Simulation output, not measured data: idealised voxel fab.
This is a process module. Its name is voxel self aligned vias.
Shown is cross-section cut, with a width of 260 nm and square cells of size 5 nm.
Think of the cross-section as a grid of square cells. We describe it in bands, top to bottom, and each band covers one or more rows of those cells. The band entry comprises the height of the band's top followed by the height of its bottom, expressed in nm, and subsequently the band's materials from left to right, each stated together with its width in nm. Where a single material is marked with the word "all across", that material fills the band from edge to edge. The word "empty" represents empty space. It should be noted that heights are counted from 0, beneath which the wafer as supplied is of one material throughout, and that the lowest band possesses no lower boundary but continues downward, as written in "from 0 down". The width entry "30 to 40" should be interpreted row by row: the top row of cells in the band takes the first number, the bottom row takes the second number, and the change between adjacent rows is uniform throughout. Any step labelled "remains unaltered" changed none of the cells in the cross-section. Any empty space of 8 cells or more lacking an open way to the top shows up in "Closed voids list" as width x height at distance, distance from the left edge, in nm. Note: text after step settings on the step line = simulator remark on that step. You can add "overlay nm" to a step's line. For a step with a mask, it describes how far the mask lay to the right of its planned position, and a negative number describes a lay to the left.

[List of planned process steps]
- 1: RECEIVE [material Si]
- 2: CONFORMAL_DEP [material SiO2] [thk nm 10]
- 3: CONFORMAL_DEP [material SiCN] [thk nm 5]
- 4: DIRECTIONAL_DEP [material lowk] [thk nm 30]
- 5: DIRECTIONAL_DEP [material aC] [thk nm 15]
- 6: PATTERN [tone open] [mask id LINES] [material resist] [width nm 20] [pitch nm 60] [thk nm 30] [overlay nm 0]
- 7: DIRECTIONAL_ETCH [etch materials aC] [depth nm 15]
- 8: STRIP [etch materials resist]
- 9: DIRECTIONAL_ETCH [etch materials lowk] [depth nm 30]
- 10: STRIP [etch materials aC]
- 11: CONFORMAL_DEP [material TiN] [thk nm 5]
- 12: FILL_DEP [material Ru] [thk nm 5]
- 13: CMP [height nm 45]
- 14: SELECTIVE_ETCH [etch materials W Ru TiN] [depth nm 5]
- 15: FILL_DEP [material SiN] [thk nm 5]
- 16: CMP [height nm 45]
- 17: DIRECTIONAL_DEP [material lowk] [thk nm 20]
- 18: MASKED_ETCH [tone open] [mask id VIAS] [width nm 40] [pitch nm 60] [etch materials lowk] [depth nm 20] [overlay nm 0]
- 19: MASKED_ETCH [tone open] [mask id VIAS] [width nm 40] [pitch nm 60] [etch materials SiN] [depth nm 5] [overlay nm 0]
- 20: CONFORMAL_DEP [material TiN] [thk nm 5]
- 21: FILL_DEP [material W] [thk nm 5]
- 22: CMP [height nm 65]
- 23: CONFORMAL_DEP [material SiN] [thk nm 5]

[First wafer, two in total, run as planned]

[Cross-section of the incoming wafer, state after step 1]
    from 0 down: Si all across
    Closed voids list: none

[Sectional view: wafer, after step 2]
    from 10 to 0: SiO2 all across
    Beneath the level 0, the cross-section is identical to its previous state.

[Sectional view: wafer, after step 3]
    from 15 to 10: SiCN all across
    Beneath the level 10, the cross-section is identical to its previous state.

[Sectional view: wafer, after step 4]
    from 45 to 15: lowk all across
    Beneath the level 15, the cross-section is identical to its previous state.

[Sectional view: wafer, after step 5]
    from 60 to 45: aC all across
    Beneath the level 45, the cross-section is identical to its previous state.

[Sectional view: wafer, after step 6]
    from 90 to 60: resist 90  empty 20  resist 40  empty 20  resist 90
    Beneath the level 60, the cross-section is identical to its previous state.

[Sectional view: wafer, after step 7]
    from 75 to 60: resist 90  empty 20  resist 40  empty 20  resist 90
    from 60 to 45: aC 90  empty 20  aC 40  empty 20  aC 90
    Beneath the level 45, the cross-section is identical to its previous state.

[Sectional view: wafer, after step 8]
    from 60 to 45: aC 90  empty 20  aC 40  empty 20  aC 90
    Beneath the level 45, the cross-section is identical to its previous state.

[Sectional view: wafer, after step 9]
    from 60 to 45: aC 90  empty 20  aC 40  empty 20  aC 90
    from 45 to 15: lowk 90  empty 20  lowk 40  empty 20  lowk 90
    Beneath the level 15, the cross-section is identical to its previous state.

[Sectional view: wafer, after step 10]
    from 45 to 15: lowk 90  empty 20  lowk 40  empty 20  lowk 90
    Beneath the level 15, the cross-section is identical to its previous state.

[Sectional view: wafer, after step 11]
    from 50 to 45: TiN 95  empty 10  TiN 50  empty 10  TiN 95
    from 45 to 20: lowk 90  TiN 5  empty 10  TiN 5  lowk 40  TiN 5  empty 10  TiN 5  lowk 90
    from 20 to 15: lowk 90  TiN 20  lowk 40  TiN 20  lowk 90
    Beneath the level 15, the cross-section is identical to its previous state.

[Sectional view: wafer, after step 12]
    from 55 to 50: Ru all across
    from 50 to 45: TiN 95  Ru 10  TiN 50  Ru 10  TiN 95
    from 45 to 20: lowk 90  TiN 5  Ru 10  TiN 5  lowk 40  TiN 5  Ru 10  TiN 5  lowk 90
    Beneath the level 20, the cross-section is identical to its previous state.

[Sectional view: wafer, after step 13]
    from 45 to 20: lowk 90  TiN 5  Ru 10  TiN 5  lowk 40  TiN 5  Ru 10  TiN 5  lowk 90
    Beneath the level 20, the cross-section is identical to its previous state.

[Sectional view: wafer, after step 14]
    from 45 to 40: lowk 90  empty 20  lowk 40  empty 20  lowk 90
    Beneath the level 40, the cross-section is identical to its previous state.

[Sectional view: wafer, after step 15]
    from 50 to 45: SiN all across
    from 45 to 40: lowk 90  SiN 20  lowk 40  SiN 20  lowk 90
    Beneath the level 40, the cross-section is identical to its previous state.

[Sectional view: wafer, after step 16]
    from 45 to 40: lowk 90  SiN 20  lowk 40  SiN 20  lowk 90
    Beneath the level 40, the cross-section is identical to its previous state.

[Sectional view: wafer, after step 17]
    from 65 to 45: lowk all across
    Beneath the level 45, the cross-section is identical to its previous state.

[Sectional view: wafer, after step 18]
    from 65 to 45: lowk 80  empty 40  lowk 20  empty 40  lowk 80
    Beneath the level 45, the cross-section is identical to its previous state.

[Sectional view: wafer, after step 19]
    from 65 to 45: lowk 80  empty 40  lowk 20  empty 40  lowk 80
    from 45 to 40: lowk 90  empty 20  lowk 40  empty 20  lowk 90
    Beneath the level 40, the cross-section is identical to its previous state.

[Sectional view: wafer, after step 20]
    from 70 to 65: TiN 85  empty 30  TiN 30  empty 30  TiN 85
    from 65 to 50: lowk 80  TiN 5  empty 30  TiN 5  lowk 20  TiN 5  empty 30  TiN 5  lowk 80
    from 50 to 45: lowk 80  TiN 15  empty 10  TiN 15  lowk 20  TiN 15  empty 10  TiN 15  lowk 80
    from 45 to 40: lowk 90  TiN 20  lowk 40  TiN 20  lowk 90
    Beneath the level 40, the cross-section is identical to its previous state.

[Sectional view: wafer, after step 21]
    from 75 to 70: W all across
    from 70 to 65: TiN 85  W 30  TiN 30  W 30  TiN 85
    from 65 to 50: lowk 80  TiN 5  W 30  TiN 5  lowk 20  TiN 5  W 30  TiN 5  lowk 80
    from 50 to 45: lowk 80  TiN 15  W 10  TiN 15  lowk 20  TiN 15  W 10  TiN 15  lowk 80
    Beneath the level 45, the cross-section is identical to its previous state.

[Sectional view: wafer, after step 22]
    from 65 to 50: lowk 80  TiN 5  W 30  TiN 5  lowk 20  TiN 5  W 30  TiN 5  lowk 80
    Beneath the level 50, the cross-section is identical to its previous state.

[Sectional view: wafer, after step 23]
    from 70 to 65: SiN all across
    Beneath the level 65, the cross-section is identical to its previous state.

[Now the other wafer: same start, same recipe, but we messed up one thing when running it. Up to and including step 1 it's the same as the first one]

X-section, second wafer, when step 2 was due to finish: remains unaltered

[X-section, second wafer, when step 3 was due to finish]
    from 5 to 0: SiCN all across
    Beneath the level 0, the cross-section is identical to its previous state.

[X-section, second wafer, when step 4 was due to finish]
    from 35 to 5: lowk all across
    Beneath the level 5, the cross-section is identical to its previous state.

[X-section, second wafer, when step 5 was due to finish]
    from 50 to 35: aC all across
    Beneath the level 35, the cross-section is identical to its previous state.

[X-section, second wafer, when step 6 was due to finish]
    from 80 to 50: resist 90  empty 20  resist 40  empty 20  resist 90
    Beneath the level 50, the cross-section is identical to its previous state.

[X-section, second wafer, when step 7 was due to finish]
    from 65 to 50: resist 90  empty 20  resist 40  empty 20  resist 90
    from 50 to 35: aC 90  empty 20  aC 40  empty 20  aC 90
    Beneath the level 35, the cross-section is identical to its previous state.

[X-section, second wafer, when step 8 was due to finish]
    from 50 to 35: aC 90  empty 20  aC 40  empty 20  aC 90
    Beneath the level 35, the cross-section is identical to its previous state.

[X-section, second wafer, when step 9 was due to finish]
    from 50 to 35: aC 90  empty 20  aC 40  empty 20  aC 90
    from 35 to 5: lowk 90  empty 20  lowk 40  empty 20  lowk 90
    Beneath the level 5, the cross-section is identical to its previous state.

[X-section, second wafer, when step 10 was due to finish]
    from 35 to 5: lowk 90  empty 20  lowk 40  empty 20  lowk 90
    Beneath the level 5, the cross-section is identical to its previous state.

[X-section, second wafer, when step 11 was due to finish]
    from 40 to 35: TiN 95  empty 10  TiN 50  empty 10  TiN 95
    from 35 to 10: lowk 90  TiN 5  empty 10  TiN 5  lowk 40  TiN 5  empty 10  TiN 5  lowk 90
    from 10 to 5: lowk 90  TiN 20  lowk 40  TiN 20  lowk 90
    Beneath the level 5, the cross-section is identical to its previous state.

[X-section, second wafer, when step 12 was due to finish]
    from 45 to 40: Ru all across
    from 40 to 35: TiN 95  Ru 10  TiN 50  Ru 10  TiN 95
    from 35 to 10: lowk 90  TiN 5  Ru 10  TiN 5  lowk 40  TiN 5  Ru 10  TiN 5  lowk 90
    Beneath the level 10, the cross-section is identical to its previous state.

X-section, second wafer, when step 13 was due to finish: remains unaltered

[X-section, second wafer, when step 14 was due to finish]
    from 40 to 35: TiN 95  Ru 10  TiN 50  Ru 10  TiN 95
    Beneath the level 35, the cross-section is identical to its previous state.

[X-section, second wafer, when step 15 was due to finish]
    from 45 to 40: SiN all across
    Beneath the level 40, the cross-section is identical to its previous state.

X-section, second wafer, when step 16 was due to finish: remains unaltered

[X-section, second wafer, when step 17 was due to finish]
    from 65 to 45: lowk all across
    Beneath the level 45, the cross-section is identical to its previous state.

[X-section, second wafer, when step 18 was due to finish]
    from 65 to 45: lowk 80  empty 40  lowk 20  empty 40  lowk 80
    Beneath the level 45, the cross-section is identical to its previous state.

[X-section, second wafer, when step 19 was due to finish]
    from 65 to 45: lowk 80  empty 40  lowk 20  empty 40  lowk 80
    from 45 to 40: SiN 80  empty 40  SiN 20  empty 40  SiN 80
    Beneath the level 40, the cross-section is identical to its previous state.

[X-section, second wafer, when step 20 was due to finish]
    from 70 to 65: TiN 85  empty 30  TiN 30  empty 30  TiN 85
    from 65 to 45: lowk 80  TiN 5  empty 30  TiN 5  lowk 20  TiN 5  empty 30  TiN 5  lowk 80
    from 45 to 40: SiN 80  TiN 40  SiN 20  TiN 40  SiN 80
    Beneath the level 40, the cross-section is identical to its previous state.

[X-section, second wafer, when step 21 was due to finish]
    from 75 to 70: W all across
    from 70 to 65: TiN 85  W 30  TiN 30  W 30  TiN 85
    from 65 to 45: lowk 80  TiN 5  W 30  TiN 5  lowk 20  TiN 5  W 30  TiN 5  lowk 80
    Beneath the level 45, the cross-section is identical to its previous state.

[X-section, second wafer, when step 22 was due to finish]
    from 65 to 45: lowk 80  TiN 5  W 30  TiN 5  lowk 20  TiN 5  W 30  TiN 5  lowk 80
    Beneath the level 45, the cross-section is identical to its previous state.

[X-section, second wafer, when step 23 was due to finish]
    from 70 to 65: SiN all across
    Beneath the level 65, the cross-section is identical to its previous state.
Which mistake was made when the wafer was run? step 2 of the plan never got run, it was skipped over
Counted in cells at the end, the second wafer holds more or fewer of these materials than the first: +8 Ru, +36 SiN, -104 SiO2, +52 TiN, +8 W
